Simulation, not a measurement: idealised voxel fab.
The following is a process module called voxel trench capacitor.
In the cross-section labelled cut, the width is 250 nm and each square cell is 5 nm.
Throughout this document, each cross-section is represented as a grid of square cells and is presented as a sequence of bands enumerated from the top downward, where a band comprises one or more rows of cells.
Band: top height; bottom height; in nm. Then, left to right: material with width in nm, for each material. "edge to edge": a single material spanning edge to edge. "empty": empty space.
Below 0: as-received wafer, all one material; heights counted from there. Lowest band: no bottom, goes on down, written "z 0 and below".
Top row gets the first number, bottom row gets the second, and each row in between changes by the same step: that is how a band width like "30 to 40" works.
Any step labelled "no modifications" changed none of the cells in the cross-section.
Enclosed voids (no open way to top), threshold 8 cells or more, entry "Catalogued sealed voids", notation width x height at distance, distance from left edge, nm.
On each step's line, the part that comes after the settings is the simulator's own comment on the step.
If you see "overlay nm" on a step's line and that step has a mask, it's telling you how far right of where it was planned the mask ended up; a negative number means it went left instead.
-- The following list gives the planned process steps
1,RECEIVE with material Si
2,CONFORMAL_DEP with material SiN, thk nm 10
3,DIRECTIONAL_DEP with material aC, thk nm 15
4,PATTERN with tone open, mask id TRENCH, material resist, width nm 30, pitch nm 60, thk nm 35, overlay nm 0
5,DIRECTIONAL_ETCH with etch materials aC, depth nm 15
6,STRIP with etch materials resist
7,DIRECTIONAL_ETCH with etch materials SiN, depth nm 10
8,DIRECTIONAL_ETCH with etch materials Si, depth nm 25
9,STRIP with etch materials aC
10,CONFORMAL_DEP with material Al2O3, thk nm 5
11,CONFORMAL_DEP with material TiN, thk nm 5
12,FILL_DEP with material W, thk nm 5
13,CMP with height nm 10
-- The first of the two wafers, which ran as planned
-- As-received wafer cross-section (after step 1)
    z 0 and below | Si edge to edge
    Catalogued sealed voids: none
-- The following cross-section depicts the wafer upon completion of step 2
    z 10 to 0 | SiN edge to edge
    Under 0: no change, same as before.
-- The following cross-section depicts the wafer upon completion of step 3
    z 25 to 10 | aC edge to edge
    Under 10: no change, same as before.
-- The following cross-section depicts the wafer upon completion of step 4
    z 60 to 25 | resist: 80  empty: 30  resist: 30  empty: 30  resist: 80
    Under 25: no change, same as before.
-- The following cross-section depicts the wafer upon completion of step 5
    z 45 to 25 | resist: 80  empty: 30  resist: 30  empty: 30  resist: 80
    z 25 to 10 | aC: 80  empty: 30  aC: 30  empty: 30  aC: 80
    Under 10: no change, same as before.
-- The following cross-section depicts the wafer upon completion of step 6
    z 25 to 10 | aC: 80  empty: 30  aC: 30  empty: 30  aC: 80
    Under 10: no change, same as before.
-- The following cross-section depicts the wafer upon completion of step 7
    z 25 to 10 | aC: 80  empty: 30  aC: 30  empty: 30  aC: 80
    z 10 to 0 | SiN: 80  empty: 30  SiN: 30  empty: 30  SiN: 80
    Under 0: no change, same as before.
-- The following cross-section depicts the wafer upon completion of step 8
    z 25 to 10 | aC: 80  empty: 30  aC: 30  empty: 30  aC: 80
    z 10 to 0 | SiN: 80  empty: 30  SiN: 30  empty: 30  SiN: 80
    z 0 to -25 | Si: 80  empty: 30  Si: 30  empty: 30  Si: 80
    Under -25: no change, same as before.
-- The following cross-section depicts the wafer upon completion of step 9
    z 10 to 0 | SiN: 80  empty: 30  SiN: 30  empty: 30  SiN: 80
    Under 0: no change, same as before.
-- The following cross-section depicts the wafer upon completion of step 10
    z 15 to 10 | Al2O3: 85  empty: 20  Al2O3: 40  empty: 20  Al2O3: 85
    z 10 to 0 | SiN: 80  Al2O3: 5  empty: 20  Al2O3: 5  SiN: 30  Al2O3: 5  empty: 20  Al2O3: 5  SiN: 80
    z 0 to -20 | Si: 80  Al2O3: 5  empty: 20  Al2O3: 5  Si: 30  Al2O3: 5  empty: 20  Al2O3: 5  Si: 80
    z -20 to -25 | Si: 80  Al2O3: 30  Si: 30  Al2O3: 30  Si: 80
    Under -25: no change, same as before.
-- The following cross-section depicts the wafer upon completion of step 11
    z 20 to 15 | TiN: 90  empty: 10  TiN: 50  empty: 10  TiN: 90
    z 15 to 10 | Al2O3: 85  TiN: 5  empty: 10  TiN: 5  Al2O3: 40  TiN: 5  empty: 10  TiN: 5  Al2O3: 85
    z 10 to 0 | SiN: 80  Al2O3: 5  TiN: 5  empty: 10  TiN: 5  Al2O3: 5  SiN: 30  Al2O3: 5  TiN: 5  empty: 10  TiN: 5  Al2O3: 5  SiN: 80
    z 0 to -15 | Si: 80  Al2O3: 5  TiN: 5  empty: 10  TiN: 5  Al2O3: 5  Si: 30  Al2O3: 5  TiN: 5  empty: 10  TiN: 5  Al2O3: 5  Si: 80
    z -15 to -20 | Si: 80  Al2O3: 5  TiN: 20  Al2O3: 5  Si: 30  Al2O3: 5  TiN: 20  Al2O3: 5  Si: 80
    Under -20: no change, same as before.
-- The following cross-section depicts the wafer upon completion of step 12
    z 25 to 20 | W edge to edge
    z 20 to 15 | TiN: 90  W: 10  TiN: 50  W: 10  TiN: 90
    z 15 to 10 | Al2O3: 85  TiN: 5  W: 10  TiN: 5  Al2O3: 40  TiN: 5  W: 10  TiN: 5  Al2O3: 85
    z 10 to 0 | SiN: 80  Al2O3: 5  TiN: 5  W: 10  TiN: 5  Al2O3: 5  SiN: 30  Al2O3: 5  TiN: 5  W: 10  TiN: 5  Al2O3: 5  SiN: 80
    z 0 to -15 | Si: 80  Al2O3: 5  TiN: 5  W: 10  TiN: 5  Al2O3: 5  Si: 30  Al2O3: 5  TiN: 5  W: 10  TiN: 5  Al2O3: 5  Si: 80
    Under -15: no change, same as before.
-- The following cross-section depicts the wafer upon completion of step 13
    z 10 to 0 | SiN: 80  Al2O3: 5  TiN: 5  W: 10  TiN: 5  Al2O3: 5  SiN: 30  Al2O3: 5  TiN: 5  W: 10  TiN: 5  Al2O3: 5  SiN: 80
    Under 0: no change, same as before.
-- It is to be noted that the second wafer proceeded from the same initial state and according to the same plan as the first, although one mistake was committed in its execution; through step 12, inclusive, the two wafers share an identical history
-- Cross-section of the second wafer when, according to plan, step 13 should have finished
    z 0 to -15 | Si: 80  Al2O3: 5  TiN: 5  W: 10  TiN: 5  Al2O3: 5  Si: 30  Al2O3: 5  TiN: 5  W: 10  TiN: 5  Al2O3: 5  Si: 80
    Under -15: no change, same as before.
what went wrong: step 13 did not happen as planned, as run it was CMP with height nm 0
Cell-count delta at end, second wafer over first, by material: 8 fewer of Al2O3 | 76 fewer of SiN | 8 fewer of TiN | 8 fewer of W
